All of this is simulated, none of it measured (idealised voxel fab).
The following process module bears the name voxel wiring stack.
cross-section cut | 285 nm wide | cells 5 nm
The cross-sections in this document take the form of a grid made of square cells. They are written out as bands, in order from top to bottom. Each band consists of one or more rows of cells. Look at the band entry: it leads with the top's height and the bottom's height in nm. Then it lists the materials left to right, with a width in nm for each. The word "full width" on a single material says that material fills the band edge to edge. The word "blank" is empty space. Where do heights start? At 0: under that level the wafer as delivered is made of one material only. And the lowest band has no floor; it just carries on downward, as in "0..down". Width: "30..40" (first number = top row, second number = bottom row, same change from row to row of cells). What does "no change occurred" mean for a step? It means no cell of the cross-section changed in that step. For the entry "Unvented internal voids", the listed items are empty spaces with no open way to the top whose size is 8 cells or more; each item follows the pattern width x height at distance, where distance is from the left edge and all three are in nm. On a step's line, text after the settings is the simulator commenting on that step. The line of a step may include "overlay nm". On a step with a mask, this value is how far to the right of its planned place the mask lay. A negative value means the mask lay to the left.

# Listed below are the process steps as planned
1) RECEIVE, material Si
2) CONFORMAL_DEP, material SiO2, thk nm 10
3) CONFORMAL_DEP, material SiN, thk nm 5
4) DIRECTIONAL_DEP, material lowk, thk nm 25
5) MASKED_ETCH, tone open, mask id METAL_1, width nm 25, pitch nm 55, etch materials lowk, depth nm 25, overlay nm 0
6) MASKED_ETCH, tone open, mask id METAL_1, width nm 25, pitch nm 55, etch materials SiN, depth nm 5, overlay nm 0
7) CONFORMAL_DEP, material TiN, thk nm 5
8) FILL_DEP, material Cu, thk nm 5
9) CMP, height nm 40
10) CONFORMAL_DEP, material SiCN, thk nm 5
11) DIRECTIONAL_DEP, material SiO2, thk nm 25
12) DIRECTIONAL_DEP, material aC, thk nm 10
13) PATTERN, tone open, mask id METAL_2_HOLES, material resist, width nm 15, thk nm 30, overlay nm 0
14) DIRECTIONAL_ETCH, etch materials aC, depth nm 10
15) STRIP, etch materials resist
16) DIRECTIONAL_ETCH, etch materials SiO2, depth nm 25
17) STRIP, etch materials aC
18) MASKED_ETCH, tone open, mask id METAL_2, width nm 25, pitch nm 55, etch materials SiO2, depth nm 15, overlay nm 0
19) MASKED_ETCH, tone open, mask id METAL_2, width nm 25, pitch nm 55, etch materials SiCN, depth nm 5, overlay nm 0
20) CONFORMAL_DEP, material TiN, thk nm 5
21) FILL_DEP, material Cu, thk nm 5
22) CMP, height nm 70
23) CONFORMAL_DEP, material SiCN, thk nm 5
24) DIRECTIONAL_DEP, material SiO2, thk nm 30
25) MASKED_ETCH, tone open, mask id METAL_3, width nm 25, pitch nm 55, etch materials SiO2, depth nm 20, overlay nm 0
26) DIRECTIONAL_DEP, material aC, thk nm 10
27) PATTERN, tone open, mask id METAL_3_HOLES, material resist, width nm 15, pitch nm 55, thk nm 25, overlay nm 0
28) DIRECTIONAL_ETCH, etch materials aC, depth nm 10
29) STRIP, etch materials resist
30) DIRECTIONAL_ETCH, etch materials SiO2, depth nm 10
31) DIRECTIONAL_ETCH, etch materials SiCN, depth nm 5
32) STRIP, etch materials aC
33) CONFORMAL_DEP, material TiN, thk nm 5
34) FILL_DEP, material Cu, thk nm 5
35) CMP, height nm 105
36) CONFORMAL_DEP, material SiCN, thk nm 5
37) DIRECTIONAL_DEP, material SiO2, thk nm 25
38) PATTERN, tone open, mask id METAL_4_HOLES, material resist, width nm 15, pitch nm 55, thk nm 20, overlay nm 0
39) DIRECTIONAL_ETCH, etch materials SiO2, depth nm 25
40) STRIP, etch materials resist
41) PATTERN, tone open, mask id METAL_4, material resist, width nm 25, pitch nm 55, thk nm 20, overlay nm 0
42) DIRECTIONAL_ETCH, etch materials SiO2, depth nm 15
43) DIRECTIONAL_ETCH, etch materials SiCN, depth nm 5
44) STRIP, etch materials resist
45) CONFORMAL_DEP, material TiN, thk nm 5
46) FILL_DEP, material Cu, thk nm 10
47) CMP, height nm 135
48) CONFORMAL_DEP, material SiN, thk nm 5

# First wafer, two in total, run as planned

# The cross-section here shows the wafer as received, i.e. in its state after step 1
    0..down | Si full width
    Unvented internal voids: none

# Step 2 complete: cross-section through the wafer
    10..0 | SiO2 full width
    Lower than 0, everything is as it was.

# Step 3 complete: cross-section through the wafer
    15..10 | SiN full width
    Lower than 10, everything is as it was.

# Step 4 complete: cross-section through the wafer
    40..15 | lowk full width
    Lower than 15, everything is as it was.

# Step 5 complete: cross-section through the wafer
    40..15 | lowk (100), blank (25), lowk (30), blank (25), lowk (105)
    Lower than 15, everything is as it was.

# Step 6 complete: cross-section through the wafer
    40..15 | lowk (100), blank (25), lowk (30), blank (25), lowk (105)
    15..10 | SiN (100), blank (25), SiN (30), blank (25), SiN (105)
    Lower than 10, everything is as it was.

# Step 7 complete: cross-section through the wafer
    45..40 | TiN (105), blank (15), TiN (40), blank (15), TiN (110)
    40..15 | lowk (100), TiN (5), blank (15), TiN (5), lowk (30), TiN (5), blank (15), TiN (5), lowk (105)
    15..10 | SiN (100), TiN (25), SiN (30), TiN (25), SiN (105)
    Lower than 10, everything is as it was.

# Step 8 complete: cross-section through the wafer
    50..45 | Cu full width
    45..40 | TiN (105), Cu (15), TiN (40), Cu (15), TiN (110)
    40..15 | lowk (100), TiN (5), Cu (15), TiN (5), lowk (30), TiN (5), Cu (15), TiN (5), lowk (105)
    Lower than 15, everything is as it was.

# Step 9 complete: cross-section through the wafer
    40..15 | lowk (100), TiN (5), Cu (15), TiN (5), lowk (30), TiN (5), Cu (15), TiN (5), lowk (105)
    Lower than 15, everything is as it was.

# Step 10 complete: cross-section through the wafer
    45..40 | SiCN full width
    Lower than 40, everything is as it was.

# Step 11 complete: cross-section through the wafer
    70..45 | SiO2 full width
    Lower than 45, everything is as it was.

# Step 12 complete: cross-section through the wafer
    80..70 | aC full width
    Lower than 70, everything is as it was.

# Step 13 complete: cross-section through the wafer
    110..80 | resist (100), blank (15), resist (170)
    Lower than 80, everything is as it was.

# Step 14 complete: cross-section through the wafer
    100..80 | resist (100), blank (15), resist (170)
    80..70 | aC (100), blank (15), aC (170)
    Lower than 70, everything is as it was.

# Step 15 complete: cross-section through the wafer
    80..70 | aC (100), blank (15), aC (170)
    Lower than 70, everything is as it was.

# Step 16 complete: cross-section through the wafer
    80..70 | aC (100), blank (15), aC (170)
    70..45 | SiO2 (100), blank (15), SiO2 (170)
    Lower than 45, everything is as it was.

# Step 17 complete: cross-section through the wafer
    70..45 | SiO2 (100), blank (15), SiO2 (170)
    Lower than 45, everything is as it was.

# Step 18 complete: cross-section through the wafer
    70..55 | SiO2 (100), blank (25), SiO2 (30), blank (25), SiO2 (105)
    Lower than 55, everything is as it was.

# Step 19 complete: cross-section through the wafer
    70..55 | SiO2 (100), blank (25), SiO2 (30), blank (25), SiO2 (105)
    55..45 | SiO2 (100), blank (15), SiO2 (170)
    45..40 | SiCN (100), blank (15), SiCN (170)
    Lower than 40, everything is as it was.

# Step 20 complete: cross-section through the wafer
    75..70 | TiN (105), blank (15), TiN (40), blank (15), TiN (110)
    70..60 | SiO2 (100), TiN (5), blank (15), TiN (5), SiO2 (30), TiN (5), blank (15), TiN (5), SiO2 (105)
    60..55 | SiO2 (100), TiN (5), blank (5), TiN (15), SiO2 (30), TiN (25), SiO2 (105)
    55..45 | SiO2 (100), TiN (5), blank (5), TiN (5), SiO2 (170)
    45..40 | SiCN (100), TiN (15), SiCN (170)
    Lower than 40, everything is as it was.

# Step 21 complete: cross-section through the wafer
    80..75 | Cu full width
    75..70 | TiN (105), Cu (15), TiN (40), Cu (15), TiN (110)
    70..60 | SiO2 (100), TiN (5), Cu (15), TiN (5), SiO2 (30), TiN (5), Cu (15), TiN (5), SiO2 (105)
    60..55 | SiO2 (100), TiN (5), Cu (5), TiN (15), SiO2 (30), TiN (25), SiO2 (105)
    55..45 | SiO2 (100), TiN (5), Cu (5), TiN (5), SiO2 (170)
    Lower than 45, everything is as it was.

# Step 22 complete: cross-section through the wafer
    70..60 | SiO2 (100), TiN (5), Cu (15), TiN (5), SiO2 (30), TiN (5), Cu (15), TiN (5), SiO2 (105)
    Lower than 60, everything is as it was.

# Step 23 complete: cross-section through the wafer
    75..70 | SiCN full width
    Lower than 70, everything is as it was.

# Step 24 complete: cross-section through the wafer
    105..75 | SiO2 full width
    Lower than 75, everything is as it was.

# Step 25 complete: cross-section through the wafer
    105..85 | SiO2 (100), blank (25), SiO2 (30), blank (25), SiO2 (105)
    Lower than 85, everything is as it was.

# Step 26 complete: cross-section through the wafer
    115..105 | aC (100), blank (25), aC (30), blank (25), aC (105)
    105..95 | SiO2 (100), blank (25), SiO2 (30), blank (25), SiO2 (105)
    95..85 | SiO2 (100), aC (25), SiO2 (30), aC (25), SiO2 (105)
    Lower than 85, everything is as it was.

# Step 27 complete: cross-section through the wafer
    140..115 | resist (100), blank (15), resist (40), blank (15), resist (115)
    115..105 | aC (100), blank (15), resist (10), aC (30), blank (15), resist (10), aC (105)
    105..95 | SiO2 (100), blank (15), resist (10), SiO2 (30), blank (15), resist (10), SiO2 (105)
    Lower than 95, everything is as it was.

# Step 28 complete: cross-section through the wafer
    130..115 | resist (100), blank (15), resist (40), blank (15), resist (115)
    115..105 | aC (100), blank (15), resist (10), aC (30), blank (15), resist (10), aC (105)
    105..95 | SiO2 (100), blank (15), resist (10), SiO2 (30), blank (15), resist (10), SiO2 (105)
    95..85 | SiO2 (100), blank (15), aC (10), SiO2 (30), blank (15), aC (10), SiO2 (105)
    Lower than 85, everything is as it was.

# Step 29 complete: cross-section through the wafer
    115..105 | aC (100), blank (25), aC (30), blank (25), aC (105)
    105..95 | SiO2 (100), blank (25), SiO2 (30), blank (25), SiO2 (105)
    Lower than 95, everything is as it was.

# Step 30 complete: cross-section through the wafer
    115..105 | aC (100), blank (25), aC (30), blank (25), aC (105)
    105..95 | SiO2 (100), blank (25), SiO2 (30), blank (25), SiO2 (105)
    95..85 | SiO2 (100), blank (15), aC (10), SiO2 (30), blank (15), aC (10), SiO2 (105)
    85..75 | SiO2 (100), blank (15), SiO2 (40), blank (15), SiO2 (115)
    Lower than 75, everything is as it was.

# Step 31 complete: cross-section through the wafer
    115..105 | aC (100), blank (25), aC (30), blank (25), aC (105)
    105..95 | SiO2 (100), blank (25), SiO2 (30), blank (25), SiO2 (105)
    95..85 | SiO2 (100), blank (15), aC (10), SiO2 (30), blank (15), aC (10), SiO2 (105)
    85..75 | SiO2 (100), blank (15), SiO2 (40), blank (15), SiO2 (115)
    75..70 | SiCN (100), blank (15), SiCN (40), blank (15), SiCN (115)
    Lower than 70, everything is as it was.

# Step 32 complete: cross-section through the wafer
    105..85 | SiO2 (100), blank (25), SiO2 (30), blank (25), SiO2 (105)
    Lower than 85, everything is as it was.

# Step 33 complete: cross-section through the wafer
    110..105 | TiN (105), blank (15), TiN (40), blank (15), TiN (110)
    105..90 | SiO2 (100), TiN (5), blank (15), TiN (5), SiO2 (30), TiN (5), blank (15), TiN (5), SiO2 (105)
    90..85 | SiO2 (100), TiN (5), blank (5), TiN (15), SiO2 (30), TiN (5), blank (5), TiN (15), SiO2 (105)
    85..75 | SiO2 (100), TiN (5), blank (5), TiN (5), SiO2 (40), TiN (5), blank (5), TiN (5), SiO2 (115)
    75..70 | SiCN (100), TiN (15), SiCN (40), TiN (15), SiCN (115)
    Lower than 70, everything is as it was.

# Step 34 complete: cross-section through the wafer
    115..110 | Cu full width
    110..105 | TiN (105), Cu (15), TiN (40), Cu (15), TiN (110)
    105..90 | SiO2 (100), TiN (5), Cu (15), TiN (5), SiO2 (30), TiN (5), Cu (15), TiN (5), SiO2 (105)
    90..85 | SiO2 (100), TiN (5), Cu (5), TiN (15), SiO2 (30), TiN (5), Cu (5), TiN (15), SiO2 (105)
    85..75 | SiO2 (100), TiN (5), Cu (5), TiN (5), SiO2 (40), TiN (5), Cu (5), TiN (5), SiO2 (115)
    Lower than 75, everything is as it was.

# Step 35 complete: cross-section through the wafer
    105..90 | SiO2 (100), TiN (5), Cu (15), TiN (5), SiO2 (30), TiN (5), Cu (15), TiN (5), SiO2 (105)
    Lower than 90, everything is as it was.

# Step 36 complete: cross-section through the wafer
    110..105 | SiCN full width
    Lower than 105, everything is as it was.

# Step 37 complete: cross-section through the wafer
    135..110 | SiO2 full width
    Lower than 110, everything is as it was.

# Step 38 complete: cross-section through the wafer
    155..135 | resist (100), blank (15), resist (40), blank (15), resist (115)
    Lower than 135, everything is as it was.

# Step 39 complete: cross-section through the wafer
    155..135 | resist (100), blank (15), resist (40), blank (15), resist (115)
    135..110 | SiO2 (100), blank (15), SiO2 (40), blank (15), SiO2 (115)
    Lower than 110, everything is as it was.

# Step 40 complete: cross-section through the wafer
    135..110 | SiO2 (100), blank (15), SiO2 (40), blank (15), SiO2 (115)
    Lower than 110, everything is as it was.

# Step 41 complete: cross-section through the wafer
    155..135 | resist (100), blank (25), resist (30), blank (25), resist (105)
    Lower than 135, everything is as it was.

# Step 42 complete: cross-section through the wafer
    155..135 | resist (100), blank (25), resist (30), blank (25), resist (105)
    135..120 | SiO2 (100), blank (25), SiO2 (30), blank (25), SiO2 (105)
    Lower than 120, everything is as it was.

# Step 43 complete: cross-section through the wafer
    155..135 | resist (100), blank (25), resist (30), blank (25), resist (105)
    135..120 | SiO2 (100), blank (25), SiO2 (30), blank (25), SiO2 (105)
    120..110 | SiO2 (100), blank (15), SiO2 (40), blank (15), SiO2 (115)
    110..105 | SiCN (100), blank (15), SiCN (40), blank (15), SiCN (115)
    Lower than 105, everything is as it was.

# Step 44 complete: cross-section through the wafer
    135..120 | SiO2 (100), blank (25), SiO2 (30), blank (25), SiO2 (105)
    Lower than 120, everything is as it was.

# Step 45 complete: cross-section through the wafer
    140..135 | TiN (105), blank (15), TiN (40), blank (15), TiN (110)
    135..125 | SiO2 (100), TiN (5), blank (15), TiN (5), SiO2 (30), TiN (5), blank (15), TiN (5), SiO2 (105)
    125..120 | SiO2 (100), TiN (5), blank (5), TiN (15), SiO2 (30), TiN (5), blank (5), TiN (15), SiO2 (105)
    120..110 | SiO2 (100), TiN (5), blank (5), TiN (5), SiO2 (40), TiN (5), blank (5), TiN (5), SiO2 (115)
    110..105 | SiCN (100), TiN (15), SiCN (40), TiN (15), SiCN (115)
    Lower than 105, everything is as it was.

# Step 46 complete: cross-section through the wafer
    150..140 | Cu full width
    140..135 | TiN (105), Cu (15), TiN (40), Cu (15), TiN (110)
    135..125 | SiO2 (100), TiN (5), Cu (15), TiN (5), SiO2 (30), TiN (5), Cu (15), TiN (5), SiO2 (105)
    125..120 | SiO2 (100), TiN (5), Cu (5), TiN (15), SiO2 (30), TiN (5), Cu (5), TiN (15), SiO2 (105)
    120..110 | SiO2 (100), TiN (5), Cu (5), TiN (5), SiO2 (40), TiN (5), Cu (5), TiN (5), SiO2 (115)
    Lower than 110, everything is as it was.

# Step 47 complete: cross-section through the wafer
    135..125 | SiO2 (100), TiN (5), Cu (15), TiN (5), SiO2 (30), TiN (5), Cu (15), TiN (5), SiO2 (105)
    Lower than 125, everything is as it was.

# Step 48 complete: cross-section through the wafer
    140..135 | SiN full width
    Lower than 135, everything is as it was.

# The remaining wafer, second of the two, started like the first and was run to the same plan, except that one mistake was made along the way; the two coincide through step 37, inclusive

# Cross-section, second wafer, at the end time the plan gives for step 38
    155..135 | blank (100), resist (15), blank (40), resist (15), blank (115)
    Lower than 135, everything is as it was.

# Cross-section, second wafer, at the end time the plan gives for step 39
    155..135 | blank (100), resist (15), blank (40), resist (15), blank (115)
    135..110 | blank (100), SiO2 (15), blank (40), SiO2 (15), blank (115)
    Lower than 110, everything is as it was.

# Cross-section, second wafer, at the end time the plan gives for step 40
    135..110 | blank (100), SiO2 (15), blank (40), SiO2 (15), blank (115)
    Lower than 110, everything is as it was.

# Cross-section, second wafer, at the end time the plan gives for step 41
    155..135 | resist (100), blank (25), resist (30), blank (25), resist (105)
    135..110 | resist (100), SiO2 (15), blank (10), resist (30), SiO2 (15), blank (10), resist (105)
    Lower than 110, everything is as it was.

# Cross-section, second wafer, at the end time the plan gives for step 42
    155..120 | resist (100), blank (25), resist (30), blank (25), resist (105)
    Lower than 120, everything is as it was.

# Cross-section, second wafer, at the end time the plan gives for step 43
    155..120 | resist (100), blank (25), resist (30), blank (25), resist (105)
    120..110 | resist (100), SiO2 (15), blank (10), resist (30), SiO2 (15), blank (10), resist (105)
    110..105 | SiCN (115), blank (10), SiCN (45), blank (10), SiCN (105)
    Lower than 105, everything is as it was.

# Cross-section, second wafer, at the end time the plan gives for step 44
    120..110 | blank (100), SiO2 (15), blank (40), SiO2 (15), blank (115)
    Lower than 110, everything is as it was.

# Cross-section, second wafer, at the end time the plan gives for step 45
    125..120 | blank (95), TiN (25), blank (30), TiN (25), blank (110)
    120..115 | blank (95), TiN (5), SiO2 (15), TiN (5), blank (30), TiN (5), SiO2 (15), TiN (5), blank (110)
    115..110 | TiN (100), SiO2 (15), TiN (40), SiO2 (15), TiN (115)
    110..105 | SiCN (115), TiN (10), SiCN (45), TiN (10), SiCN (105)
    Lower than 105, everything is as it was.

# Cross-section, second wafer, at the end time the plan gives for step 46
    135..125 | Cu full width
    125..120 | Cu (95), TiN (25), Cu (30), TiN (25), Cu (110)
    120..115 | Cu (95), TiN (5), SiO2 (15), TiN (5), Cu (30), TiN (5), SiO2 (15), TiN (5), Cu (110)
    Lower than 115, everything is as it was.

Cross-section, second wafer, at the end time the plan gives for step 47: no change occurred

# Cross-section, second wafer, at the end time the plan gives for step 48
    140..135 | SiN full width
    Lower than 135, everything is as it was.
What went wrong in running the wafer? so step 38 ended up running with a different setting than we planned, it ran as PATTERN, tone cover, mask id METAL_4_HOLES, material resist, width nm 15, pitch nm 55, thk nm 20, overlay nm 0
Upon completion, the second wafer contains, in terms of cells, a greater or smaller amount of certain materials than the first wafer: Cu +190 | SiCN +2 | SiO2 -231 | TiN +39
